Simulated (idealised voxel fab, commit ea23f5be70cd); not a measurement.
Presented below is a process module, voxel transistor to metal.
Shown is cross-section cut, with a width of 285 nm and square cells of size 5 nm.
Cross-section layout: square cells on a grid; listed as bands, top to bottom; a band spans one or more cell rows. Top height, bottom height, nm. Materials left to right, width each, nm. Single material + "throughout" = fills band edge to edge. "air" = empty. Height datum 0, below which the as-received substrate wafer is one material. Lowest band open at the bottom, running downward: "from 0 down". Note: "30 to 40" means the width goes from the first number (top row of the band) to the second number (bottom row) in equal steps per row of cells. "changes: none" means the step left every cell of the cross-section as it was. Cavities, closed: empty space of 8 cells or more with no open way to the top, each as width x height at its distance from the left edge, in nm. Read whatever lies past the settings on a step's line as the simulator's own remark about the step. "overlay nm" answers the question of how far to the right of plan the mask lay on a step that has a mask, and when it is negative the answer is to the left.

# Intended process steps
| 1 | RECEIVE, material Si |
| 2 | OXIDIZE, depth nm 5 |
| 3 | CONFORMAL_DEP, material SiN, thk nm 10 |
| 4 | PATTERN, tone cover, mask id ACTIVE, material resist, width nm 110, pitch nm 135, thk nm 20, overlay nm 0 |
| 5 | DIRECTIONAL_ETCH, etch materials SiN, depth nm 10 |
| 6 | DIRECTIONAL_ETCH, etch materials SiO2, depth nm 5 |
| 7 | DIRECTIONAL_ETCH, etch materials Si, depth nm 30 |
| 8 | STRIP, etch materials resist |
| 9 | OXIDIZE, depth nm 5 |
| 10 | FILL_DEP, material SiO2, thk nm 10 |
| 11 | CMP, height nm 10 |
| 12 | SELECTIVE_ETCH, etch materials SiO2, depth nm 10 |
| 13 | STRIP, etch materials SiN |
| 14 | SELECTIVE_ETCH, etch materials SiO2, depth nm 5 |
| 15 | OXIDIZE, depth nm 5 |
| 16 | DIRECTIONAL_DEP, material polySi, thk nm 30 |
| 17 | DIRECTIONAL_DEP, material SiCN, thk nm 15 |
| 18 | PATTERN, tone cover, mask id GATE, material resist, width nm 30, pitch nm 135, thk nm 20, overlay nm 0 |
| 19 | DIRECTIONAL_ETCH, etch materials SiCN, depth nm 25 |
| 20 | DIRECTIONAL_ETCH, etch materials polySi, depth nm 40 |
| 21 | STRIP, etch materials resist |
| 22 | CONFORMAL_DEP, material SiO2, thk nm 5 |
| 23 | DIRECTIONAL_ETCH, etch materials SiO2, depth nm 5 |
| 24 | CONFORMAL_DEP, material SiN, thk nm 10 |
| 25 | DIRECTIONAL_ETCH, etch materials SiN, depth nm 10 |
| 26 | DIRECTIONAL_ETCH, etch materials SiO2, depth nm 5 |
| 27 | DIRECTIONAL_ETCH, etch materials Si, depth nm 10 |
| 28 | EPI, material pSi, thk nm 10 |
| 29 | FILL_DEP, material SiO2, thk nm 5 |
| 30 | CMP, height nm 25 |
| 31 | STRIP, etch materials polySi |
| 32 | SELECTIVE_ETCH, etch materials SiO2, depth nm 5 |
| 33 | CONFORMAL_DEP, material HfO2, thk nm 5 |
| 34 | CONFORMAL_DEP, material TiN, thk nm 5 |
| 35 | FILL_DEP, material W, thk nm 10 |
| 36 | CMP, height nm 20 |
| 37 | DIRECTIONAL_DEP, material SiO2, thk nm 10 |
| 38 | MASKED_ETCH, tone open, mask id CONTACT, width nm 15, etch materials SiO2, depth nm 40, overlay nm 0 |
| 39 | CONFORMAL_DEP, material TiN, thk nm 5 |
| 40 | FILL_DEP, material Ru, thk nm 10 |
| 41 | CMP, height nm 30 |
| 42 | CONFORMAL_DEP, material SiN, thk nm 5 |
| 43 | DIRECTIONAL_DEP, material lowk, thk nm 20 |
| 44 | MASKED_ETCH, tone open, mask id METAL_1, width nm 15, etch materials lowk, depth nm 20, overlay nm 0 |
| 45 | MASKED_ETCH, tone open, mask id METAL_1, width nm 15, etch materials SiN, depth nm 5, overlay nm 0 |
| 46 | CONFORMAL_DEP, material TiN, thk nm 5 |
| 47 | FILL_DEP, material Ru, thk nm 10 |
| 48 | CMP, height nm 55 |
| 49 | CONFORMAL_DEP, material SiCN, thk nm 5 |
| 50 | DIRECTIONAL_DEP, material lowk, thk nm 30 |
| 51 | PATTERN, tone open, mask id METAL_2, material resist, width nm 15, pitch nm 135, thk nm 15, overlay nm 0 |
| 52 | DIRECTIONAL_ETCH, etch materials lowk, depth nm 20 |
| 53 | STRIP, etch materials resist |
| 54 | MASKED_ETCH, tone open, mask id METAL_2_HOLES, width nm 15, pitch nm 135, etch materials lowk, depth nm 10, overlay nm 0 |
| 55 | MASKED_ETCH, tone open, mask id METAL_2_HOLES, width nm 15, pitch nm 135, etch materials SiCN, depth nm 5, overlay nm 0 |
| 56 | CONFORMAL_DEP, material TiN, thk nm 5 |
| 57 | FILL_DEP, material Cu, thk nm 10 |
| 58 | CMP, height nm 90 |
| 59 | CONFORMAL_DEP, material SiCN, thk nm 5 |

# So this is the incoming wafer in cross-section - it's already been through step 1
from 0 down  Si throughout
Cavities, closed: none

# End-of-module cross-section of the first of two wafers, processed as planned
from 95 to 90  SiCN throughout
from 90 to 60  lowk: 30  TiN: 5  Cu: 5  TiN: 5  lowk: 120  TiN: 5  Cu: 5  TiN: 5  lowk: 105
from 60 to 55  SiCN: 30  TiN: 15  SiCN: 120  TiN: 15  SiCN: 105
from 55 to 35  lowk: 30  TiN: 5  Ru: 5  TiN: 5  lowk: 60  TiN: 5  Ru: 5  TiN: 5  lowk: 45  TiN: 5  Ru: 5  TiN: 5  lowk: 60  TiN: 5  Ru: 5  TiN: 5  lowk: 30
from 35 to 30  SiN: 30  TiN: 15  SiN: 60  TiN: 15  SiN: 45  TiN: 15  SiN: 60  TiN: 15  SiN: 30
from 30 to 20  SiO2: 30  TiN: 5  Ru: 5  TiN: 5  SiO2: 60  TiN: 5  Ru: 5  TiN: 5  SiO2: 45  TiN: 5  Ru: 5  TiN: 5  SiO2: 60  TiN: 5  Ru: 5  TiN: 5  SiO2: 30
from 20 to 5  SiO2: 30  TiN: 5  Ru: 5  TiN: 5  SiN: 10  HfO2: 5  TiN: 5  W: 20  TiN: 5  HfO2: 5  SiN: 10  TiN: 5  Ru: 5  TiN: 5  SiO2: 45  TiN: 5  Ru: 5  TiN: 5  SiN: 10  HfO2: 5  TiN: 5  W: 20  TiN: 5  HfO2: 5  SiN: 10  TiN: 5  Ru: 5  TiN: 5  SiO2: 30
from 5 to 0  SiO2: 30  TiN: 15  SiN: 10  HfO2: 5  TiN: 5  W: 20  TiN: 5  HfO2: 5  SiN: 10  TiN: 15  SiO2: 45  TiN: 15  SiN: 10  HfO2: 5  TiN: 5  W: 20  TiN: 5  HfO2: 5  SiN: 10  TiN: 15  SiO2: 30
from 0 to -5  SiO2: 30  TiN: 5  pSi: 10  SiN: 10  HfO2: 5  TiN: 30  HfO2: 5  SiN: 10  pSi: 10  TiN: 5  SiO2: 45  TiN: 5  pSi: 10  SiN: 10  HfO2: 5  TiN: 30  HfO2: 5  SiN: 10  pSi: 10  TiN: 5  SiO2: 30
from -5 to -10  SiO2: 30  TiN: 5  pSi: 10  SiO2: 10  HfO2: 40  SiO2: 10  pSi: 10  TiN: 5  SiO2: 45  TiN: 5  pSi: 10  SiO2: 10  HfO2: 40  SiO2: 10  pSi: 10  TiN: 5  SiO2: 30
from -10 to -20  SiO2: 25  pSi: 20  Si: 60  pSi: 20  SiO2: 35  pSi: 20  Si: 60  pSi: 20  SiO2: 25
from -20 to -40  SiO2: 25  Si: 100  SiO2: 35  Si: 100  SiO2: 25
from -40 down  Si throughout
Cavities, closed: none

# Here's the second of our two wafers sectioned at module end. Same start as the first, same plan, but one mistake got made running it
from 95 to 90  SiCN throughout
from 90 to 60  lowk: 30  TiN: 5  Cu: 5  TiN: 5  lowk: 120  TiN: 5  Cu: 5  TiN: 5  lowk: 105
from 60 to 55  SiCN: 30  TiN: 15  SiCN: 120  TiN: 15  SiCN: 105
from 55 to 35  lowk: 30  TiN: 5  Ru: 5  TiN: 5  lowk: 60  TiN: 5  Ru: 5  TiN: 5  lowk: 45  TiN: 5  Ru: 5  TiN: 5  lowk: 60  TiN: 5  Ru: 5  TiN: 5  lowk: 30
from 35 to 30  SiN: 30  TiN: 15  SiN: 60  TiN: 15  SiN: 45  TiN: 15  SiN: 60  TiN: 15  SiN: 30
from 30 to 20  SiO2: 30  TiN: 5  Ru: 5  TiN: 5  SiO2: 60  TiN: 5  Ru: 5  TiN: 5  SiO2: 45  TiN: 5  Ru: 5  TiN: 5  SiO2: 60  TiN: 5  Ru: 5  TiN: 5  SiO2: 30
from 20 to 0  SiO2: 30  TiN: 5  Ru: 5  TiN: 5  SiO2: 10  HfO2: 5  TiN: 5  W: 20  TiN: 5  HfO2: 5  SiO2: 10  TiN: 5  Ru: 5  TiN: 5  SiO2: 45  TiN: 5  Ru: 5  TiN: 5  SiO2: 10  HfO2: 5  TiN: 5  W: 20  TiN: 5  HfO2: 5  SiO2: 10  TiN: 5  Ru: 5  TiN: 5  SiO2: 30
from 0 to -5  SiO2: 30  TiN: 5  Ru: 5  TiN: 5  pSi: 10  HfO2: 5  TiN: 30  HfO2: 5  pSi: 10  TiN: 5  Ru: 5  TiN: 5  SiO2: 45  TiN: 5  Ru: 5  TiN: 5  pSi: 10  HfO2: 5  TiN: 30  HfO2: 5  pSi: 10  TiN: 5  Ru: 5  TiN: 5  SiO2: 30
from -5 to -10  SiO2: 30  TiN: 15  pSi: 10  HfO2: 40  pSi: 10  TiN: 15  SiO2: 45  TiN: 15  pSi: 10  HfO2: 40  pSi: 10  TiN: 15  SiO2: 30
from -10 to -20  SiO2: 25  pSi: 30  Si: 40  pSi: 30  SiO2: 35  pSi: 30  Si: 40  pSi: 30  SiO2: 25
from -20 to -40  SiO2: 25  Si: 100  SiO2: 35  Si: 100  SiO2: 25
from -40 down  Si throughout
Cavities, closed: none
Run error: plan step 24 skipped
Once processing is complete, comparing cell counts shows that the second wafer has more or fewer of certain materials than the first: Ru: 8 more, Si: 16 fewer, SiN: 40 fewer, SiO2: 24 more, TiN: 8 more, pSi: 16 more
